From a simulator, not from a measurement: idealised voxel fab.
process module | voxel wiring stack
cross-section cut | 200 nm wide | cells 5 nm
A cross-section is a grid of square cells, given in bands from the top down. A band is one or more rows of cells.
Each band's line starts with the height of the band's top and of its bottom, in nm. Then come its materials from left to right, each with its width in nm. One material with "throughout" fills the band from edge to edge. "air" is empty space.
Height 0 is the level under which the wafer as received is all one material. The lowest band goes on downwards, as in "0 down".
A width such as "30 to 40" changes by the same amount from each row of cells to the next, from the band's top row to its bottom row.
"no change" after a step means that no cell of the cross-section changed.
closed voids: empty space of 8 cells or more with no open way to the top, each as width x height at its distance from the left edge, in nm
after a step's settings: what the simulator itself notes on the step
overlay nm, on a step with a mask: how far to the right of its planned place the mask lay; to the left if negative
plan
1 op RECEIVE | material Si
2 op CONFORMAL_DEP | material SiO2 | thk nm 15
3 op CONFORMAL_DEP | material SiN | thk nm 5
4 op DIRECTIONAL_DEP | material lowk | thk nm 25
5 op DIRECTIONAL_DEP | material aC | thk nm 10
6 op PATTERN | tone open | mask id METAL_1 | material resist | width nm 25 | pitch nm 45 | thk nm 30 | overlay nm 0
7 op DIRECTIONAL_ETCH | etch materials aC | depth nm 10
8 op STRIP | etch materials resist
9 op DIRECTIONAL_ETCH | etch materials lowk | depth nm 25
10 op DIRECTIONAL_ETCH | etch materials SiN | depth nm 5
11 op STRIP | etch materials aC
12 op CONFORMAL_DEP | material TiN | thk nm 5
13 op FILL_DEP | material Ru | thk nm 5
14 op CMP | height nm 45
15 op CONFORMAL_DEP | material SiCN | thk nm 5
16 op DIRECTIONAL_DEP | material SiO2 | thk nm 15
17 op MASKED_ETCH | tone open | mask id PLUG_1 | width nm 15 | pitch nm 45 | etch materials SiO2 | depth nm 15 | overlay nm 0
18 op MASKED_ETCH | tone open | mask id PLUG_1 | width nm 15 | pitch nm 45 | etch materials SiCN | depth nm 5 | overlay nm 0
19 op EPI | material Ru | thk nm 10
20 op EPI | material Ru | thk nm 10
21 op CONFORMAL_DEP | material SiN | thk nm 5
22 op DIRECTIONAL_DEP | material lowk | thk nm 20
23 op MASKED_ETCH | tone open | mask id METAL_2 | width nm 25 | pitch nm 45 | etch materials lowk | depth nm 20 | overlay nm 0
24 op MASKED_ETCH | tone open | mask id METAL_2 | width nm 25 | pitch nm 45 | etch materials SiN | depth nm 5 | overlay nm 0
25 op CONFORMAL_DEP | material TiN | thk nm 5
26 op FILL_DEP | material Ru | thk nm 10
27 op CMP | height nm 90
28 op CONFORMAL_DEP | material SiCN | thk nm 5
29 op DIRECTIONAL_DEP | material SiO2 | thk nm 10
30 op MASKED_ETCH | tone open | mask id PLUG_2 | width nm 15 | etch materials SiO2 | depth nm 10 | overlay nm 0
31 op MASKED_ETCH | tone open | mask id PLUG_2 | width nm 15 | etch materials SiCN | depth nm 5 | overlay nm 0
32 op EPI | material Ru | thk nm 10
33 op EPI | material Ru | thk nm 5
34 op CONFORMAL_DEP | material SiN | thk nm 5
35 op DIRECTIONAL_DEP | material lowk | thk nm 20
36 op DIRECTIONAL_DEP | material aC | thk nm 15
37 op PATTERN | tone open | mask id METAL_3 | material resist | width nm 25 | pitch nm 45 | thk nm 30 | overlay nm 0
38 op DIRECTIONAL_ETCH | etch materials aC | depth nm 15
39 op STRIP | etch materials resist
40 op DIRECTIONAL_ETCH | etch materials lowk | depth nm 20
41 op DIRECTIONAL_ETCH | etch materials SiN | depth nm 5
42 op STRIP | etch materials aC
43 op CONFORMAL_DEP | material TiN | thk nm 5
44 op FILL_DEP | material Ru | thk nm 5
45 op CMP | height nm 130
46 op CONFORMAL_DEP | material SiCN | thk nm 5
first wafer, as planned
as received, after step 1
  0 down: Si throughout
  closed voids: none
after step 2
  15 to 0: SiO2 throughout
  below 0: unchanged
after step 3
  20 to 15: SiN throughout
  below 15: unchanged
after step 4
  45 to 20: lowk throughout
  below 20: unchanged
after step 5
  55 to 45: aC throughout
  below 45: unchanged
after step 6
  85 to 55: resist 65 | air 25 | resist 20 | air 25 | resist 65
  below 55: unchanged
after step 7
  75 to 55: resist 65 | air 25 | resist 20 | air 25 | resist 65
  55 to 45: aC 65 | air 25 | aC 20 | air 25 | aC 65
  below 45: unchanged
after step 8
  55 to 45: aC 65 | air 25 | aC 20 | air 25 | aC 65
  below 45: unchanged
after step 9
  55 to 45: aC 65 | air 25 | aC 20 | air 25 | aC 65
  45 to 20: lowk 65 | air 25 | lowk 20 | air 25 | lowk 65
  below 20: unchanged
after step 10
  55 to 45: aC 65 | air 25 | aC 20 | air 25 | aC 65
  45 to 20: lowk 65 | air 25 | lowk 20 | air 25 | lowk 65
  20 to 15: SiN 65 | air 25 | SiN 20 | air 25 | SiN 65
  below 15: unchanged
after step 11
  45 to 20: lowk 65 | air 25 | lowk 20 | air 25 | lowk 65
  below 20: unchanged
after step 12
  50 to 45: TiN 70 | air 15 | TiN 30 | air 15 | TiN 70
  45 to 20: lowk 65 | TiN 5 | air 15 | TiN 5 | lowk 20 | TiN 5 | air 15 | TiN 5 | lowk 65
  20 to 15: SiN 65 | TiN 25 | SiN 20 | TiN 25 | SiN 65
  below 15: unchanged
after step 13
  55 to 50: Ru throughout
  50 to 45: TiN 70 | Ru 15 | TiN 30 | Ru 15 | TiN 70
  45 to 20: lowk 65 | TiN 5 | Ru 15 | TiN 5 | lowk 20 | TiN 5 | Ru 15 | TiN 5 | lowk 65
  below 20: unchanged
after step 14
  45 to 20: lowk 65 | TiN 5 | Ru 15 | TiN 5 | lowk 20 | TiN 5 | Ru 15 | TiN 5 | lowk 65
  below 20: unchanged
after step 15
  50 to 45: SiCN throughout
  below 45: unchanged
after step 16
  65 to 50: SiO2 throughout
  below 50: unchanged
after step 17
  65 to 50: SiO2 65 | air 15 | SiO2 30 | air 15 | SiO2 75
  below 50: unchanged
after step 18
  65 to 50: SiO2 65 | air 15 | SiO2 30 | air 15 | SiO2 75
  50 to 45: SiCN 65 | air 15 | SiCN 30 | air 15 | SiCN 75
  below 45: unchanged
after step 19
  65 to 55: SiO2 65 | air 15 | SiO2 30 | air 15 | SiO2 75
  55 to 50: SiO2 65 | Ru 15 | SiO2 30 | Ru 15 | SiO2 75
  50 to 45: SiCN 65 | Ru 15 | SiCN 30 | Ru 15 | SiCN 75
  below 45: unchanged
after step 20
  65 to 50: SiO2 65 | Ru 15 | SiO2 30 | Ru 15 | SiO2 75
  below 50: unchanged
after step 21
  70 to 65: SiN throughout
  below 65: unchanged
after step 22
  90 to 70: lowk throughout
  below 70: unchanged
after step 23
  90 to 70: lowk 65 | air 25 | lowk 20 | air 25 | lowk 65
  below 70: unchanged
after step 24
  90 to 70: lowk 65 | air 25 | lowk 20 | air 25 | lowk 65
  70 to 65: SiN 65 | air 25 | SiN 20 | air 25 | SiN 65
  below 65: unchanged
after step 25
  95 to 90: TiN 70 | air 15 | TiN 30 | air 15 | TiN 70
  90 to 70: lowk 65 | TiN 5 | air 15 | TiN 5 | lowk 20 | TiN 5 | air 15 | TiN 5 | lowk 65
  70 to 65: SiN 65 | TiN 25 | SiN 20 | TiN 25 | SiN 65
  below 65: unchanged
after step 26
  105 to 95: Ru throughout
  95 to 90: TiN 70 | Ru 15 | TiN 30 | Ru 15 | TiN 70
  90 to 70: lowk 65 | TiN 5 | Ru 15 | TiN 5 | lowk 20 | TiN 5 | Ru 15 | TiN 5 | lowk 65
  below 70: unchanged
after step 27
  90 to 70: lowk 65 | TiN 5 | Ru 15 | TiN 5 | lowk 20 | TiN 5 | Ru 15 | TiN 5 | lowk 65
  below 70: unchanged
after step 28
  95 to 90: SiCN throughout
  below 90: unchanged
after step 29
  105 to 95: SiO2 throughout
  below 95: unchanged
after step 30
  105 to 95: SiO2 65 | air 15 | SiO2 120
  below 95: unchanged
after step 31
  105 to 95: SiO2 65 | air 15 | SiO2 120
  95 to 90: SiCN 65 | air 15 | SiCN 120
  below 90: unchanged
after step 32
  105 to 100: SiO2 65 | air 15 | SiO2 120
  100 to 95: SiO2 65 | Ru 15 | SiO2 120
  95 to 90: SiCN 65 | Ru 15 | SiCN 120
  below 90: unchanged
after step 33
  105 to 95: SiO2 65 | Ru 15 | SiO2 120
  below 95: unchanged
after step 34
  110 to 105: SiN throughout
  below 105: unchanged
after step 35
  130 to 110: lowk throughout
  below 110: unchanged
after step 36
  145 to 130: aC throughout
  below 130: unchanged
after step 37
  175 to 145: resist 65 | air 25 | resist 20 | air 25 | resist 65
  below 145: unchanged
after step 38
  160 to 145: resist 65 | air 25 | resist 20 | air 25 | resist 65
  145 to 130: aC 65 | air 25 | aC 20 | air 25 | aC 65
  below 130: unchanged
after step 39
  145 to 130: aC 65 | air 25 | aC 20 | air 25 | aC 65
  below 130: unchanged
after step 40
  145 to 130: aC 65 | air 25 | aC 20 | air 25 | aC 65
  130 to 110: lowk 65 | air 25 | lowk 20 | air 25 | lowk 65
  below 110: unchanged
after step 41
  145 to 130: aC 65 | air 25 | aC 20 | air 25 | aC 65
  130 to 110: lowk 65 | air 25 | lowk 20 | air 25 | lowk 65
  110 to 105: SiN 65 | air 25 | SiN 20 | air 25 | SiN 65
  below 105: unchanged
after step 42
  130 to 110: lowk 65 | air 25 | lowk 20 | air 25 | lowk 65
  below 110: unchanged
after step 43
  135 to 130: TiN 70 | air 15 | TiN 30 | air 15 | TiN 70
  130 to 110: lowk 65 | TiN 5 | air 15 | TiN 5 | lowk 20 | TiN 5 | air 15 | TiN 5 | lowk 65
  110 to 105: SiN 65 | TiN 25 | SiN 20 | TiN 25 | SiN 65
  below 105: unchanged
after step 44
  140 to 135: Ru throughout
  135 to 130: TiN 70 | Ru 15 | TiN 30 | Ru 15 | TiN 70
  130 to 110: lowk 65 | TiN 5 | Ru 15 | TiN 5 | lowk 20 | TiN 5 | Ru 15 | TiN 5 | lowk 65
  below 110: unchanged
after step 45
  130 to 110: lowk 65 | TiN 5 | Ru 15 | TiN 5 | lowk 20 | TiN 5 | Ru 15 | TiN 5 | lowk 65
  below 110: unchanged
after step 46
  135 to 130: SiCN throughout
  below 130: unchanged
second wafer: like start, like plan, one mistake. Through step 27 it matches the first wafer
when step 28 should have ended
  100 to 90: SiO2 throughout
  below 90: unchanged
when step 29 should have ended
  105 to 100: SiCN throughout
  below 100: unchanged
when step 30 should have ended: no change
when step 31 should have ended
  105 to 100: SiCN 65 | air 15 | SiCN 120
  below 100: unchanged
when step 32 should have ended: no change
when step 33 should have ended: no change
when step 34 should have ended
  110 to 105: SiN 70 | air 5 | SiN 125
  105 to 100: SiCN 65 | SiN 15 | SiCN 120
  below 100: unchanged
when step 35 should have ended
  130 to 125: lowk 70 | air 5 | lowk 125
  125 to 110: lowk throughout
  110 to 105: SiN 70 | lowk 5 | SiN 125
  below 105: unchanged
when step 36 should have ended
  145 to 140: aC 70 | air 5 | aC 125
  140 to 130: aC throughout
  130 to 125: lowk 70 | aC 5 | lowk 125
  below 125: unchanged
when step 37 should have ended
  175 to 145: resist 65 | air 25 | resist 20 | air 25 | resist 65
  below 145: unchanged
when step 38 should have ended
  160 to 145: resist 65 | air 25 | resist 20 | air 25 | resist 65
  145 to 130: aC 65 | air 25 | aC 20 | air 25 | aC 65
  130 to 125: lowk 70 | air 5 | lowk 125
  below 125: unchanged
when step 39 should have ended
  145 to 130: aC 65 | air 25 | aC 20 | air 25 | aC 65
  below 130: unchanged
when step 40 should have ended
  145 to 130: aC 65 | air 25 | aC 20 | air 25 | aC 65
  130 to 110: lowk 65 | air 25 | lowk 20 | air 25 | lowk 65
  110 to 105: SiN 70 | air 5 | SiN 125
  below 105: unchanged
when step 41 should have ended
  145 to 130: aC 65 | air 25 | aC 20 | air 25 | aC 65
  130 to 110: lowk 65 | air 25 | lowk 20 | air 25 | lowk 65
  110 to 105: SiN 65 | air 25 | SiN 20 | air 25 | SiN 65
  105 to 100: SiCN 65 | SiN 5 | air 5 | SiN 5 | SiCN 120
  below 100: unchanged
when step 42 should have ended
  130 to 110: lowk 65 | air 25 | lowk 20 | air 25 | lowk 65
  below 110: unchanged
when step 43 should have ended
  135 to 130: TiN 70 | air 15 | TiN 30 | air 15 | TiN 70
  130 to 110: lowk 65 | TiN 5 | air 15 | TiN 5 | lowk 20 | TiN 5 | air 15 | TiN 5 | lowk 65
  110 to 105: SiN 65 | TiN 25 | SiN 20 | TiN 25 | SiN 65
  105 to 100: SiCN 65 | SiN 5 | TiN 5 | SiN 5 | SiCN 120
  below 100: unchanged
when step 44 should have ended
  140 to 135: Ru throughout
  135 to 130: TiN 70 | Ru 15 | TiN 30 | Ru 15 | TiN 70
  130 to 110: lowk 65 | TiN 5 | Ru 15 | TiN 5 | lowk 20 | TiN 5 | Ru 15 | TiN 5 | lowk 65
  below 110: unchanged
when step 45 should have ended
  130 to 110: lowk 65 | TiN 5 | Ru 15 | TiN 5 | lowk 20 | TiN 5 | Ru 15 | TiN 5 | lowk 65
  below 110: unchanged
when step 46 should have ended
  135 to 130: SiCN throughout
  below 130: unchanged
what went wrong: steps 28 and 29 were swapped
at the end the second wafer has, in cells: 9 fewer of Ru | 2 more of SiN | 6 more of SiO2 | 1 more of TiN
